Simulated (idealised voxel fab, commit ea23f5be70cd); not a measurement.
process module | voxel ribs on slabs
cross-section cut | 250 nm wide | cells 5 nm
A cross-section is a grid of square cells, given in bands from the top down. A band is one or more rows of cells.
Each band's line starts with the height of the band's top and of its bottom, in nm. Then come its materials from left to right, each with its width in nm. One material with "throughout" fills the band from edge to edge. "air" is empty space.
Height 0 is the level under which the wafer as received is all one material. The lowest band goes on downwards, as in "0 down".
A width such as "30 to 40" changes by the same amount from each row of cells to the next, from the band's top row to its bottom row.
"no change" after a step means that no cell of the cross-section changed.
closed voids: empty space of 8 cells or more with no open way to the top, each as width x height at its distance from the left edge, in nm
after a step's settings: what the simulator itself notes on the step
overlay nm, on a step with a mask: how far to the right of its planned place the mask lay; to the left if negative
plan
1 op RECEIVE | material Si
2 op DIRECTIONAL_DEP | material SiO2 | thk nm 20
3 op DIRECTIONAL_DEP | material polySi | thk nm 25
4 op MASKED_ETCH | tone cover | mask id RIB | width nm 20 | etch materials polySi | depth nm 10 | overlay nm 0
5 op PATTERN | tone cover | mask id SLAB | material resist | width nm 70 | thk nm 15 | overlay nm 0
6 op DIRECTIONAL_ETCH | etch materials polySi | depth nm 15
7 op STRIP | etch materials resist
8 op FILL_DEP | material SiO2 | thk nm 20
9 op CMP | height nm 55
10 op DIRECTIONAL_DEP | material W | thk nm 5
11 op DIRECTIONAL_DEP | material aC | thk nm 10
12 op PATTERN | tone cover | mask id HEATER | material resist | width nm 30 | thk nm 25 | overlay nm 0
13 op DIRECTIONAL_ETCH | etch materials aC | depth nm 10
14 op STRIP | etch materials resist
15 op DIRECTIONAL_ETCH | etch materials W | depth nm 5
16 op STRIP | etch materials aC
17 op CONFORMAL_DEP | material SiN | thk nm 5
first wafer, as planned
as received, after step 1
  0 down: Si throughout
  closed voids: none
after step 2
  20 to 0: SiO2 throughout
  below 0: unchanged
after step 3
  45 to 20: polySi throughout
  below 20: unchanged
after step 4
  45 to 35: air 115 | polySi 20 | air 115
  below 35: unchanged
after step 5
  60 to 45: air 90 | resist 70 | air 90
  45 to 35: air 90 | resist 25 | polySi 20 | resist 25 | air 90
  below 35: unchanged
after step 6
  60 to 45: air 90 | resist 70 | air 90
  45 to 35: air 90 | resist 25 | polySi 20 | resist 25 | air 90
  35 to 20: air 90 | polySi 70 | air 90
  below 20: unchanged
after step 7
  45 to 35: air 115 | polySi 20 | air 115
  below 35: unchanged
after step 8
  65 to 45: SiO2 throughout
  45 to 35: SiO2 115 | polySi 20 | SiO2 115
  35 to 20: SiO2 90 | polySi 70 | SiO2 90
  below 20: unchanged
after step 9
  55 to 45: SiO2 throughout
  below 45: unchanged
after step 10
  60 to 55: W throughout
  below 55: unchanged
after step 11
  70 to 60: aC throughout
  below 60: unchanged
after step 12
  95 to 70: air 110 | resist 30 | air 110
  below 70: unchanged
after step 13
  85 to 70: air 110 | resist 30 | air 110
  70 to 60: air 110 | aC 30 | air 110
  below 60: unchanged
after step 14
  70 to 60: air 110 | aC 30 | air 110
  below 60: unchanged
after step 15
  70 to 60: air 110 | aC 30 | air 110
  60 to 55: air 110 | W 30 | air 110
  below 55: unchanged
after step 16
  60 to 55: air 110 | W 30 | air 110
  below 55: unchanged
after step 17
  65 to 60: air 105 | SiN 40 | air 105
  60 to 55: SiN 110 | W 30 | SiN 110
  below 55: unchanged
second wafer: like start, like plan, one mistake. Through step 4 it matches the first wafer
when step 5 should have ended
  60 to 45: air 80 | resist 70 | air 100
  45 to 35: air 80 | resist 35 | polySi 20 | resist 15 | air 100
  below 35: unchanged
when step 6 should have ended
  60 to 45: air 80 | resist 70 | air 100
  45 to 35: air 80 | resist 35 | polySi 20 | resist 15 | air 100
  35 to 20: air 80 | polySi 70 | air 100
  below 20: unchanged
when step 7 should have ended
  45 to 35: air 115 | polySi 20 | air 115
  below 35: unchanged
when step 8 should have ended
  65 to 45: SiO2 throughout
  45 to 35: SiO2 115 | polySi 20 | SiO2 115
  35 to 20: SiO2 80 | polySi 70 | SiO2 100
  below 20: unchanged
when step 9 should have ended
  55 to 45: SiO2 throughout
  below 45: unchanged
when step 10 should have ended
  60 to 55: W throughout
  below 55: unchanged
when step 11 should have ended
  70 to 60: aC throughout
  below 60: unchanged
when step 12 should have ended
  95 to 70: air 110 | resist 30 | air 110
  below 70: unchanged
when step 13 should have ended
  85 to 70: air 110 | resist 30 | air 110
  70 to 60: air 110 | aC 30 | air 110
  below 60: unchanged
when step 14 should have ended
  70 to 60: air 110 | aC 30 | air 110
  below 60: unchanged
when step 15 should have ended
  70 to 60: air 110 | aC 30 | air 110
  60 to 55: air 110 | W 30 | air 110
  below 55: unchanged
when step 16 should have ended
  60 to 55: air 110 | W 30 | air 110
  below 55: unchanged
when step 17 should have ended
  65 to 60: air 105 | SiN 40 | air 105
  60 to 55: SiN 110 | W 30 | SiN 110
  below 55: unchanged
what went wrong: step 5 ran as: op PATTERN | tone cover | mask id SLAB | material resist | width nm 70 | thk nm 15 | overlay nm -10
at the end the second wafer has, in cells: as many of each material as the first, in other places
